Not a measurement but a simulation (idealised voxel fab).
process module | voxel self aligned vias
cross-section cut | 290 nm wide | cells 5 nm
A cross-section is a grid of square cells, given in bands from the top down. A band is one or more rows of cells.
Each band's line starts with the height of the band's top and of its bottom, in nm. Then come its materials from left to right, each with its width in nm. One material with "throughout" fills the band from edge to edge. "air" is empty space.
Height 0 is the level under which the wafer as received is all one material. The lowest band goes on downwards, as in "0 down".
A width such as "30 to 40" changes by the same amount from each row of cells to the next, from the band's top row to its bottom row.
"no change" after a step means that no cell of the cross-section changed.
closed voids: empty space of 8 cells or more with no open way to the top, each as width x height at its distance from the left edge, in nm
after a step's settings: what the simulator itself notes on the step
overlay nm, on a step with a mask: how far to the right of its planned place the mask lay; to the left if negative
Each pair below shows a cross-section before one step and the cross-section after it, down to the lowest band that changed. The line under each pair gives the step between them, with its settings. The pairs can come from different runs of this module on the same starting wafer, so a pair continues from the pair above only where its "before" says so.
before
  0 down: Si throughout
  closed voids: none
after
  10 to 0: SiO2 throughout
  below 0: unchanged
  closed voids: none
the step between: op CONFORMAL_DEP | material SiO2 | thk nm 10
before: the cross-section after the pair above
after
  15 to 10: SiCN throughout
  below 10: unchanged
  closed voids: none
the step between: op CONFORMAL_DEP | material SiCN | thk nm 5
before: the cross-section after the pair above
after
  40 to 15: lowk throughout
  below 15: unchanged
  closed voids: none
the step between: op DIRECTIONAL_DEP | material lowk | thk nm 25
before: the cross-section after the pair above
after
  40 to 15: lowk 100 | air 25 | lowk 40 | air 25 | lowk 100
  below 15: unchanged
  closed voids: none
the step between: op MASKED_ETCH | tone open | mask id LINES | width nm 25 | pitch nm 65 | etch materials lowk | depth nm 25 | overlay nm 0
before: the cross-section after the pair above
after
  45 to 40: TiN 105 | air 15 | TiN 50 | air 15 | TiN 105
  40 to 20: lowk 100 | TiN 5 | air 15 | TiN 5 | lowk 40 | TiN 5 | air 15 | TiN 5 | lowk 100
  20 to 15: lowk 100 | TiN 25 | lowk 40 | TiN 25 | lowk 100
  below 15: unchanged
  closed voids: none
the step between: op CONFORMAL_DEP | material TiN | thk nm 5
before: the cross-section after the pair above
after
  50 to 45: Ru throughout
  45 to 40: TiN 105 | Ru 15 | TiN 50 | Ru 15 | TiN 105
  40 to 20: lowk 100 | TiN 5 | Ru 15 | TiN 5 | lowk 40 | TiN 5 | Ru 15 | TiN 5 | lowk 100
  below 20: unchanged
  closed voids: none
the step between: op FILL_DEP | material Ru | thk nm 5
before: the cross-section after the pair above
after
  40 to 20: lowk 100 | TiN 5 | Ru 15 | TiN 5 | lowk 40 | TiN 5 | Ru 15 | TiN 5 | lowk 100
  below 20: unchanged
  closed voids: none
the step between: op CMP | height nm 40
before: the cross-section after the pair above
after
  40 to 30: lowk 100 | air 25 | lowk 40 | air 25 | lowk 100
  below 30: unchanged
  closed voids: none
the step between: op SELECTIVE_ETCH | etch materials W Ru TiN | depth nm 10
before: the cross-section after the pair above
after
  50 to 40: SiN throughout
  40 to 30: lowk 100 | SiN 25 | lowk 40 | SiN 25 | lowk 100
  below 30: unchanged
  closed voids: none
the step between: op FILL_DEP | material SiN | thk nm 10
before: the cross-section after the pair above
after
  40 to 30: lowk 100 | SiN 25 | lowk 40 | SiN 25 | lowk 100
  below 30: unchanged
  closed voids: none
the step between: op CMP | height nm 40
before: the cross-section after the pair above
after
  60 to 40: lowk throughout
  below 40: unchanged
  closed voids: none
the step between: op DIRECTIONAL_DEP | material lowk | thk nm 20
before: the cross-section after the pair above
after
  60 to 40: lowk 90 | air 45 | lowk 155
  below 40: unchanged
  closed voids: none
the step between: op MASKED_ETCH | tone open | mask id VIAS | width nm 45 | etch materials lowk | depth nm 20 | overlay nm 0
before: the cross-section after the pair above
after
  60 to 40: lowk 90 | air 45 | lowk 155
  40 to 30: lowk 100 | air 25 | lowk 40 | SiN 25 | lowk 100
  below 30: unchanged
  closed voids: none
the step between: op MASKED_ETCH | tone open | mask id VIAS | width nm 45 | etch materials SiN | depth nm 10 | overlay nm 0
before: the cross-section after the pair above
after
  65 to 60: TiN 95 | air 35 | TiN 160
  60 to 45: lowk 90 | TiN 5 | air 35 | TiN 5 | lowk 155
  45 to 40: lowk 90 | TiN 15 | air 15 | TiN 15 | lowk 155
  40 to 35: lowk 100 | TiN 5 | air 15 | TiN 5 | lowk 40 | SiN 25 | lowk 100
  35 to 30: lowk 100 | TiN 25 | lowk 40 | SiN 25 | lowk 100
  below 30: unchanged
  closed voids: none
the step between: op CONFORMAL_DEP | material TiN | thk nm 5
before: the cross-section after the pair above
after
  75 to 65: Ru throughout
  65 to 60: TiN 95 | Ru 35 | TiN 160
  60 to 45: lowk 90 | TiN 5 | Ru 35 | TiN 5 | lowk 155
  45 to 40: lowk 90 | TiN 15 | Ru 15 | TiN 15 | lowk 155
  40 to 35: lowk 100 | TiN 5 | Ru 15 | TiN 5 | lowk 40 | SiN 25 | lowk 100
  below 35: unchanged
  closed voids: none
the step between: op FILL_DEP | material Ru | thk nm 10
before: the cross-section after the pair above
after
  60 to 45: lowk 90 | TiN 5 | Ru 35 | TiN 5 | lowk 155
  below 45: unchanged
  closed voids: none
the step between: op CMP | height nm 60
before: the cross-section after the pair above
after
  65 to 60: SiCN throughout
  below 60: unchanged
  closed voids: none
the step between: op CONFORMAL_DEP | material SiCN | thk nm 5
before
  75 to 65: Ru throughout
  65 to 60: TiN 95 | Ru 35 | TiN 160
  60 to 45: lowk 90 | TiN 5 | Ru 35 | TiN 5 | lowk 155
  45 to 40: lowk 90 | TiN 15 | Ru 15 | TiN 15 | lowk 155
  40 to 35: lowk 100 | TiN 5 | Ru 15 | TiN 5 | lowk 40 | SiN 25 | lowk 100
  35 to 30: lowk 100 | TiN 25 | lowk 40 | SiN 25 | lowk 100
  30 to 20: lowk 100 | TiN 5 | Ru 15 | TiN 5 | lowk 40 | TiN 5 | Ru 15 | TiN 5 | lowk 100
  20 to 15: lowk 100 | TiN 25 | lowk 40 | TiN 25 | lowk 100
  15 to 10: SiCN throughout
  10 to 0: SiO2 throughout
  0 down: Si throughout
  closed voids: none
after
  80 to 75: SiCN throughout
  below 75: unchanged
  closed voids: none
the step between: op CONFORMAL_DEP | material SiCN | thk nm 5
before
  60 to 40: lowk 90 | air 45 | lowk 155
  40 to 30: lowk 100 | SiN 25 | lowk 40 | SiN 25 | lowk 100
  30 to 20: lowk 100 | TiN 5 | Ru 15 | TiN 5 | lowk 40 | TiN 5 | Ru 15 | TiN 5 | lowk 100
  20 to 15: lowk 100 | TiN 25 | lowk 40 | TiN 25 | lowk 100
  15 to 10: SiCN throughout
  10 to 0: SiO2 throughout
  0 down: Si throughout
  closed voids: none
after
  60 to 40: lowk 90 | air 45 | lowk 155
  40 to 30: lowk 90 | air 10 | SiN 25 | air 10 | lowk 30 | SiN 25 | lowk 100
  30 to 20: lowk 90 | air 10 | TiN 5 | Ru 15 | TiN 5 | air 10 | lowk 30 | TiN 5 | Ru 15 | TiN 5 | lowk 100
  below 20: unchanged
  closed voids: none
the step between: op MASKED_ETCH | tone open | mask id VIAS | width nm 45 | etch materials lowk | depth nm 20 | overlay nm 0
before: the cross-section after the pair above
after
  60 to 40: lowk 90 | air 45 | lowk 155
  40 to 30: lowk 90 | air 45 | lowk 30 | SiN 25 | lowk 100
  below 30: unchanged
  closed voids: none
the step between: op MASKED_ETCH | tone open | mask id VIAS | width nm 45 | etch materials SiN | depth nm 10 | overlay nm 0
before: the cross-section after the pair above
after
  65 to 60: TiN 95 | air 35 | TiN 160
  60 to 40: lowk 90 | TiN 5 | air 35 | TiN 5 | lowk 155
  40 to 35: lowk 90 | TiN 5 | air 35 | TiN 5 | lowk 30 | SiN 25 | lowk 100
  35 to 30: lowk 90 | TiN 45 | lowk 30 | SiN 25 | lowk 100
  30 to 20: lowk 90 | TiN 15 | Ru 15 | TiN 15 | lowk 30 | TiN 5 | Ru 15 | TiN 5 | lowk 100
  below 20: unchanged
  closed voids: none
the step between: op CONFORMAL_DEP | material TiN | thk nm 5
before: the cross-section after the pair above
after
  75 to 65: Ru throughout
  65 to 60: TiN 95 | Ru 35 | TiN 160
  60 to 40: lowk 90 | TiN 5 | Ru 35 | TiN 5 | lowk 155
  40 to 35: lowk 90 | TiN 5 | Ru 35 | TiN 5 | lowk 30 | SiN 25 | lowk 100
  below 35: unchanged
  closed voids: none
the step between: op FILL_DEP | material Ru | thk nm 10
before: the cross-section after the pair above
after
  60 to 40: lowk 90 | TiN 5 | Ru 35 | TiN 5 | lowk 155
  below 40: unchanged
  closed voids: none
the step between: op CMP | height nm 60
before: the cross-section after the pair above
after
  65 to 60: SiCN throughout
  below 60: unchanged
  closed voids: none
the step between: op CONFORMAL_DEP | material SiCN | thk nm 5
before
  10 to 0: SiO2 throughout
  0 down: Si throughout
  closed voids: none
after
  35 to 10: lowk throughout
  below 10: unchanged
  closed voids: none
the step between: op DIRECTIONAL_DEP | material lowk | thk nm 25
before: the cross-section after the pair above
after
  40 to 35: SiCN throughout
  below 35: unchanged
  closed voids: none
the step between: op CONFORMAL_DEP | material SiCN | thk nm 5
before: the cross-section after the pair above
after
  45 to 40: TiN throughout
  below 40: unchanged
  closed voids: none
the step between: op CONFORMAL_DEP | material TiN | thk nm 5
before: the cross-section after the pair above
after
  50 to 45: Ru throughout
  below 45: unchanged
  closed voids: none
the step between: op FILL_DEP | material Ru | thk nm 5
before: the cross-section after the pair above
after
  40 to 35: SiCN throughout
  below 35: unchanged
  closed voids: none
the step between: op CMP | height nm 40
before: the cross-section after the pair above
after
  50 to 40: SiN throughout
  below 40: unchanged
  closed voids: none
the step between: op FILL_DEP | material SiN | thk nm 10
before: the cross-section after the pair above
after
  40 to 35: SiCN throughout
  below 35: unchanged
  closed voids: none
the step between: op CMP | height nm 40
before: the cross-section after the pair above
after
  60 to 40: lowk throughout
  below 40: unchanged
  closed voids: none
the step between: op DIRECTIONAL_DEP | material lowk | thk nm 20
before: the cross-section after the pair above
after
  60 to 40: lowk 90 | air 45 | lowk 155
  below 40: unchanged
  closed voids: none
the step between: op MASKED_ETCH | tone open | mask id VIAS | width nm 45 | etch materials lowk | depth nm 20 | overlay nm 0
before: the cross-section after the pair above
after
  65 to 60: TiN 95 | air 35 | TiN 160
  60 to 45: lowk 90 | TiN 5 | air 35 | TiN 5 | lowk 155
  45 to 40: lowk 90 | TiN 45 | lowk 155
  below 40: unchanged
  closed voids: none
the step between: op CONFORMAL_DEP | material TiN | thk nm 5
before: the cross-section after the pair above
after
  75 to 65: Ru throughout
  65 to 60: TiN 95 | Ru 35 | TiN 160
  60 to 45: lowk 90 | TiN 5 | Ru 35 | TiN 5 | lowk 155
  below 45: unchanged
  closed voids: none
the step between: op FILL_DEP | material Ru | thk nm 10
before: the cross-section after the pair above
after
  60 to 45: lowk 90 | TiN 5 | Ru 35 | TiN 5 | lowk 155
  below 45: unchanged
  closed voids: none
the step between: op CMP | height nm 60
before: the cross-section after the pair above
after
  65 to 60: SiCN throughout
  below 60: unchanged
  closed voids: none
the step between: op CONFORMAL_DEP | material SiCN | thk nm 5
before
  50 to 40: SiN throughout
  40 to 30: lowk 100 | SiN 25 | lowk 40 | SiN 25 | lowk 100
  30 to 20: lowk 100 | TiN 5 | Ru 15 | TiN 5 | lowk 40 | TiN 5 | Ru 15 | TiN 5 | lowk 100
  20 to 15: lowk 100 | TiN 25 | lowk 40 | TiN 25 | lowk 100
  15 to 10: SiCN throughout
  10 to 0: SiO2 throughout
  0 down: Si throughout
  closed voids: none
after
  30 to 20: lowk 100 | TiN 5 | Ru 15 | TiN 5 | lowk 40 | TiN 5 | Ru 15 | TiN 5 | lowk 100
  below 20: unchanged
  closed voids: none
the step between: op CMP | height nm 30
before: the cross-section after the pair above
after
  50 to 30: lowk throughout
  below 30: unchanged
  closed voids: none
the step between: op DIRECTIONAL_DEP | material lowk | thk nm 20
before: the cross-section after the pair above
after
  50 to 30: lowk 90 | air 45 | lowk 155
  below 30: unchanged
  closed voids: none
the step between: op MASKED_ETCH | tone open | mask id VIAS | width nm 45 | etch materials lowk | depth nm 20 | overlay nm 0
before: the cross-section after the pair above
after
  55 to 50: TiN 95 | air 35 | TiN 160
  50 to 35: lowk 90 | TiN 5 | air 35 | TiN 5 | lowk 155
  35 to 30: lowk 90 | TiN 45 | lowk 155
  below 30: unchanged
  closed voids: none
the step between: op CONFORMAL_DEP | material TiN | thk nm 5
before: the cross-section after the pair above
after
  65 to 55: Ru throughout
  55 to 50: TiN 95 | Ru 35 | TiN 160
  50 to 35: lowk 90 | TiN 5 | Ru 35 | TiN 5 | lowk 155
  below 35: unchanged
  closed voids: none
the step between: op FILL_DEP | material Ru | thk nm 10
before: the cross-section after the pair above
after
  60 to 55: Ru throughout
  below 55: unchanged
  closed voids: none
the step between: op CMP | height nm 60
before: the cross-section after the pair above
after
  65 to 60: SiCN throughout
  below 60: unchanged
  closed voids: none
the step between: op CONFORMAL_DEP | material SiCN | thk nm 5
before
  40 to 15: lowk throughout
  15 to 10: SiCN throughout
  10 to 0: SiO2 throughout
  0 down: Si throughout
  closed voids: none
after
  40 to 15: lowk 100 | air 30 | lowk 35 | air 30 | lowk 95
  below 15: unchanged
  closed voids: none
the step between: op MASKED_ETCH | tone open | mask id LINES | width nm 30 | pitch nm 65 | etch materials lowk | depth nm 25 | overlay nm 0
before: the cross-section after the pair above
after
  45 to 40: TiN 105 | air 20 | TiN 45 | air 20 | TiN 100
  40 to 20: lowk 100 | TiN 5 | air 20 | TiN 5 | lowk 35 | TiN 5 | air 20 | TiN 5 | lowk 95
  20 to 15: lowk 100 | TiN 30 | lowk 35 | TiN 30 | lowk 95
  below 15: unchanged
  closed voids: none
the step between: op CONFORMAL_DEP | material TiN | thk nm 5
before: the cross-section after the pair above
after
  50 to 45: Ru throughout
  45 to 40: TiN 105 | Ru 20 | TiN 45 | Ru 20 | TiN 100
  40 to 20: lowk 100 | TiN 5 | Ru 20 | TiN 5 | lowk 35 | TiN 5 | Ru 20 | TiN 5 | lowk 95
  below 20: unchanged
  closed voids: none
the step between: op FILL_DEP | material Ru | thk nm 5
before: the cross-section after the pair above
after
  40 to 20: lowk 100 | TiN 5 | Ru 20 | TiN 5 | lowk 35 | TiN 5 | Ru 20 | TiN 5 | lowk 95
  below 20: unchanged
  closed voids: none
the step between: op CMP | height nm 40
before: the cross-section after the pair above
after
  40 to 30: lowk 100 | air 30 | lowk 35 | air 30 | lowk 95
  below 30: unchanged
  closed voids: none
the step between: op SELECTIVE_ETCH | etch materials W Ru TiN | depth nm 10
before: the cross-section after the pair above
after
  50 to 40: SiN throughout
  40 to 30: lowk 100 | SiN 30 | lowk 35 | SiN 30 | lowk 95
  below 30: unchanged
  closed voids: none
the step between: op FILL_DEP | material SiN | thk nm 10
before: the cross-section after the pair above
after
  40 to 30: lowk 100 | SiN 30 | lowk 35 | SiN 30 | lowk 95
  below 30: unchanged
  closed voids: none
the step between: op CMP | height nm 40
before: the cross-section after the pair above
after
  60 to 40: lowk throughout
  below 40: unchanged
  closed voids: none
the step between: op DIRECTIONAL_DEP | material lowk | thk nm 20
before: the cross-section after the pair above
after
  60 to 40: lowk 90 | air 45 | lowk 155
  below 40: unchanged
  closed voids: none
the step between: op MASKED_ETCH | tone open | mask id VIAS | width nm 45 | etch materials lowk | depth nm 20 | overlay nm 0
before: the cross-section after the pair above
after
  60 to 40: lowk 90 | air 45 | lowk 155
  40 to 30: lowk 100 | air 30 | lowk 35 | SiN 30 | lowk 95
  below 30: unchanged
  closed voids: none
the step between: op MASKED_ETCH | tone open | mask id VIAS | width nm 45 | etch materials SiN | depth nm 10 | overlay nm 0
before: the cross-section after the pair above
after
  65 to 60: TiN 95 | air 35 | TiN 160
  60 to 45: lowk 90 | TiN 5 | air 35 | TiN 5 | lowk 155
  45 to 40: lowk 90 | TiN 15 | air 20 | TiN 10 | lowk 155
  40 to 35: lowk 100 | TiN 5 | air 20 | TiN 5 | lowk 35 | SiN 30 | lowk 95
  35 to 30: lowk 100 | TiN 30 | lowk 35 | SiN 30 | lowk 95
  below 30: unchanged
  closed voids: none
the step between: op CONFORMAL_DEP | material TiN | thk nm 5
before: the cross-section after the pair above
after
  75 to 65: Ru throughout
  65 to 60: TiN 95 | Ru 35 | TiN 160
  60 to 45: lowk 90 | TiN 5 | Ru 35 | TiN 5 | lowk 155
  45 to 40: lowk 90 | TiN 15 | Ru 20 | TiN 10 | lowk 155
  40 to 35: lowk 100 | TiN 5 | Ru 20 | TiN 5 | lowk 35 | SiN 30 | lowk 95
  below 35: unchanged
  closed voids: none
the step between: op FILL_DEP | material Ru | thk nm 10
before: the cross-section after the pair above
after
  60 to 45: lowk 90 | TiN 5 | Ru 35 | TiN 5 | lowk 155
  below 45: unchanged
  closed voids: none
the step between: op CMP | height nm 60
before: the cross-section after the pair above
after
  65 to 60: SiCN throughout
  below 60: unchanged
  closed voids: none
the step between: op CONFORMAL_DEP | material SiCN | thk nm 5
before
  60 to 40: lowk throughout
  40 to 30: lowk 100 | SiN 25 | lowk 40 | SiN 25 | lowk 100
  30 to 20: lowk 100 | TiN 5 | Ru 15 | TiN 5 | lowk 40 | TiN 5 | Ru 15 | TiN 5 | lowk 100
  20 to 15: lowk 100 | TiN 25 | lowk 40 | TiN 25 | lowk 100
  15 to 10: SiCN throughout
  10 to 0: SiO2 throughout
  0 down: Si throughout
  closed voids: none
after
  60 to 40: lowk 100 | air 45 | lowk 145
  below 40: unchanged
  closed voids: none
the step between: op MASKED_ETCH | tone open | mask id VIAS | width nm 45 | etch materials lowk | depth nm 20 | overlay nm 10
before: the cross-section after the pair above
after
  60 to 40: lowk 100 | air 45 | lowk 145
  40 to 30: lowk 100 | air 25 | lowk 40 | SiN 25 | lowk 100
  below 30: unchanged
  closed voids: none
the step between: op MASKED_ETCH | tone open | mask id VIAS | width nm 45 | etch materials SiN | depth nm 10 | overlay nm 0
before: the cross-section after the pair above
after
  65 to 60: TiN 105 | air 35 | TiN 150
  60 to 45: lowk 100 | TiN 5 | air 35 | TiN 5 | lowk 145
  45 to 40: lowk 100 | TiN 5 | air 15 | TiN 25 | lowk 145
  40 to 35: lowk 100 | TiN 5 | air 15 | TiN 5 | lowk 40 | SiN 25 | lowk 100
  35 to 30: lowk 100 | TiN 25 | lowk 40 | SiN 25 | lowk 100
  below 30: unchanged
  closed voids: none
the step between: op CONFORMAL_DEP | material TiN | thk nm 5
before: the cross-section after the pair above
after
  75 to 65: Ru throughout
  65 to 60: TiN 105 | Ru 35 | TiN 150
  60 to 45: lowk 100 | TiN 5 | Ru 35 | TiN 5 | lowk 145
  45 to 40: lowk 100 | TiN 5 | Ru 15 | TiN 25 | lowk 145
  40 to 35: lowk 100 | TiN 5 | Ru 15 | TiN 5 | lowk 40 | SiN 25 | lowk 100
  below 35: unchanged
  closed voids: none
the step between: op FILL_DEP | material Ru | thk nm 10
before: the cross-section after the pair above
after
  60 to 45: lowk 100 | TiN 5 | Ru 35 | TiN 5 | lowk 145
  below 45: unchanged
  closed voids: none
the step between: op CMP | height nm 60
before: the cross-section after the pair above
after
  65 to 60: SiCN throughout
  below 60: unchanged
  closed voids: none
the step between: op CONFORMAL_DEP | material SiCN | thk nm 5
before
  60 to 45: lowk 90 | TiN 5 | Ru 35 | TiN 5 | lowk 155
  45 to 40: lowk 90 | TiN 15 | Ru 15 | TiN 15 | lowk 155
  40 to 35: lowk 100 | TiN 5 | Ru 15 | TiN 5 | lowk 40 | SiN 25 | lowk 100
  35 to 30: lowk 100 | TiN 25 | lowk 40 | SiN 25 | lowk 100
  30 to 20: lowk 100 | TiN 5 | Ru 15 | TiN 5 | lowk 40 | TiN 5 | Ru 15 | TiN 5 | lowk 100
  20 to 15: lowk 100 | TiN 25 | lowk 40 | TiN 25 | lowk 100
  15 to 10: SiCN throughout
  10 to 0: SiO2 throughout
  0 down: Si throughout
  closed voids: none
after
  65 to 60: SiO2 throughout
  below 60: unchanged
  closed voids: none
the step between: op CONFORMAL_DEP | material SiO2 | thk nm 5
before
  40 to 15: lowk throughout
  15 to 10: SiCN throughout
  10 to 0: SiO2 throughout
  0 down: Si throughout
  closed voids: none
after
  40 to 15: air 100 | lowk 25 | air 40 | lowk 25 | air 100
  below 15: unchanged
  closed voids: none
the step between: op MASKED_ETCH | tone cover | mask id LINES | width nm 25 | pitch nm 65 | etch materials lowk | depth nm 25 | overlay nm 0
before: the cross-section after the pair above
after
  45 to 40: air 95 | TiN 35 | air 30 | TiN 35 | air 95
  40 to 20: air 95 | TiN 5 | lowk 25 | TiN 5 | air 30 | TiN 5 | lowk 25 | TiN 5 | air 95
  20 to 15: TiN 100 | lowk 25 | TiN 40 | lowk 25 | TiN 100
  below 15: unchanged
  closed voids: none
the step between: op CONFORMAL_DEP | material TiN | thk nm 5
before: the cross-section after the pair above
after
  50 to 45: Ru throughout
  45 to 40: Ru 95 | TiN 35 | Ru 30 | TiN 35 | Ru 95
  40 to 20: Ru 95 | TiN 5 | lowk 25 | TiN 5 | Ru 30 | TiN 5 | lowk 25 | TiN 5 | Ru 95
  below 20: unchanged
  closed voids: none
the step between: op FILL_DEP | material Ru | thk nm 5
before: the cross-section after the pair above
after
  40 to 20: Ru 95 | TiN 5 | lowk 25 | TiN 5 | Ru 30 | TiN 5 | lowk 25 | TiN 5 | Ru 95
  below 20: unchanged
  closed voids: none
the step between: op CMP | height nm 40
before: the cross-section after the pair above
after
  40 to 30: air 100 | lowk 25 | air 40 | lowk 25 | air 100
  below 30: unchanged
  closed voids: none
the step between: op SELECTIVE_ETCH | etch materials W Ru TiN | depth nm 10
before: the cross-section after the pair above
after
  50 to 40: SiN throughout
  40 to 30: SiN 100 | lowk 25 | SiN 40 | lowk 25 | SiN 100
  below 30: unchanged
  closed voids: none
the step between: op FILL_DEP | material SiN | thk nm 10
before: the cross-section after the pair above
after
  40 to 30: SiN 100 | lowk 25 | SiN 40 | lowk 25 | SiN 100
  below 30: unchanged
  closed voids: none
the step between: op CMP | height nm 40
before: the cross-section after the pair above
after
  60 to 40: lowk throughout
  below 40: unchanged
  closed voids: none
the step between: op DIRECTIONAL_DEP | material lowk | thk nm 20
before: the cross-section after the pair above
after
  60 to 40: lowk 90 | air 45 | lowk 155
  below 40: unchanged
  closed voids: none
the step between: op MASKED_ETCH | tone open | mask id VIAS | width nm 45 | etch materials lowk | depth nm 20 | overlay nm 0
before: the cross-section after the pair above
after
  60 to 40: lowk 90 | air 45 | lowk 155
  40 to 30: SiN 90 | air 10 | lowk 25 | air 10 | SiN 30 | lowk 25 | SiN 100
  below 30: unchanged
  closed voids: none
the step between: op MASKED_ETCH | tone open | mask id VIAS | width nm 45 | etch materials SiN | depth nm 10 | overlay nm 0
before: the cross-section after the pair above
after
  65 to 60: TiN 95 | air 35 | TiN 160
  60 to 45: lowk 90 | TiN 5 | air 35 | TiN 5 | lowk 155
  45 to 40: lowk 90 | TiN 45 | lowk 155
  40 to 30: SiN 90 | TiN 10 | lowk 25 | TiN 10 | SiN 30 | lowk 25 | SiN 100
  below 30: unchanged
  closed voids: none
the step between: op CONFORMAL_DEP | material TiN | thk nm 5
before: the cross-section after the pair above
after
  75 to 65: Ru throughout
  65 to 60: TiN 95 | Ru 35 | TiN 160
  60 to 45: lowk 90 | TiN 5 | Ru 35 | TiN 5 | lowk 155
  below 45: unchanged
  closed voids: none
the step between: op FILL_DEP | material Ru | thk nm 10
before: the cross-section after the pair above
after
  60 to 45: lowk 90 | TiN 5 | Ru 35 | TiN 5 | lowk 155
  below 45: unchanged
  closed voids: none
the step between: op CMP | height nm 60
before: the cross-section after the pair above
after
  65 to 60: SiCN throughout
  below 60: unchanged
  closed voids: none
the step between: op CONFORMAL_DEP | material SiCN | thk nm 5
